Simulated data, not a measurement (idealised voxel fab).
Documented hereafter: the process module known as voxel self aligned vias.
Xsec cut, 220 nm wide, square cell size 5 nm.
Cross-section = grid of square cells, listed top down in bands; band = one or more rows. This entry defines a band. It first specifies the height of the band's top and the height of its bottom in nm, and then specifies the band's materials from left to right, stating each material with its width in nm. The word "full width" identifies a single material that fills the band from edge to edge, while the word "blank" identifies empty space. Ref level 0: as-received wafer is one material below here. Bottom band extends down with no lower bound ("0 -> down"). Note: "30->40" means the width goes from the first number (top row of the band) to the second number (bottom row) in equal steps per row of cells. Where a step carries "nothing altered", the cross-section came out of it unchanged, cell for cell. The list in "Enclosed void entries" covers empty spaces of 8 cells or more that cannot reach the top through any open way, and it gives each as width x height at distance; the distance is from the left edge, and width, height and distance are in nm. The remark found on a step's line after its settings is issued by the simulator itself and pertains to that step. A step's line can hold "overlay nm"; with a mask on that step, the setting says how far right of the planned place the mask lay, while a negative setting says it lay to the left.
So here's the lineup of process steps we planned:
1) op RECEIVE | material Si
2) op CONFORMAL_DEP | material SiO2 | thk nm 10
3) op CONFORMAL_DEP | material SiCN | thk nm 5
4) op DIRECTIONAL_DEP | material SiO2 | thk nm 25
5) op PATTERN | tone open | mask id LINES | material resist | width nm 20 | pitch nm 50 | thk nm 15 | overlay nm 0
6) op DIRECTIONAL_ETCH | etch materials SiO2 | depth nm 25
7) op STRIP | etch materials resist
8) op CONFORMAL_DEP | material TiN | thk nm 5
9) op FILL_DEP | material W | thk nm 10
10) op CMP | height nm 40
11) op SELECTIVE_ETCH | etch materials W Ru TiN | depth nm 5
12) op FILL_DEP | material SiN | thk nm 10
13) op CMP | height nm 40
14) op DIRECTIONAL_DEP | material SiO2 | thk nm 15
15) op MASKED_ETCH | tone open | mask id VIAS | width nm 30 | pitch nm 100 | etch materials SiO2 | depth nm 15 | overlay nm 0
16) op MASKED_ETCH | tone open | mask id VIAS | width nm 30 | pitch nm 100 | etch materials SiN | depth nm 5 | overlay nm 0
17) op CONFORMAL_DEP | material TiN | thk nm 5
18) op FILL_DEP | material Ru | thk nm 10
19) op CMP | height nm 55
20) op CONFORMAL_DEP | material SiN | thk nm 5
The cross-section here shows the wafer as received, i.e. in its state after step 1:
* 0 -> down: Si full width
* Enclosed void entries: none
Final cross-section, module run with one mistake (start and plan as above):
* 60 -> 55: SiN full width
* 55 -> 40: SiO2 (45) | TiN (5) | Ru (20) | TiN (5) | SiO2 (70) | TiN (5) | Ru (20) | TiN (5) | SiO2 (45)
* 40 -> 35: SiN (45) | TiN (30) | SiN (70) | TiN (30) | SiN (45)
* 35 -> 30: TiN (55) | W (10) | TiN (40) | W (10) | TiN (40) | W (10) | TiN (55)
* 30 -> 10: SiO2 (50) | TiN (5) | W (10) | TiN (5) | SiO2 (30) | TiN (5) | W (10) | TiN (5) | SiO2 (30) | TiN (5) | W (10) | TiN (5) | SiO2 (50)
* 10 -> 5: SiO2 (50) | TiN (20) | SiO2 (30) | TiN (20) | SiO2 (30) | TiN (20) | SiO2 (50)
* 5 -> 0: SiCN full width
* 0 -> down: Si full width
* Enclosed void entries: none
The plan and the run diverged here: step 2 in the plan did not get run; it was skipped
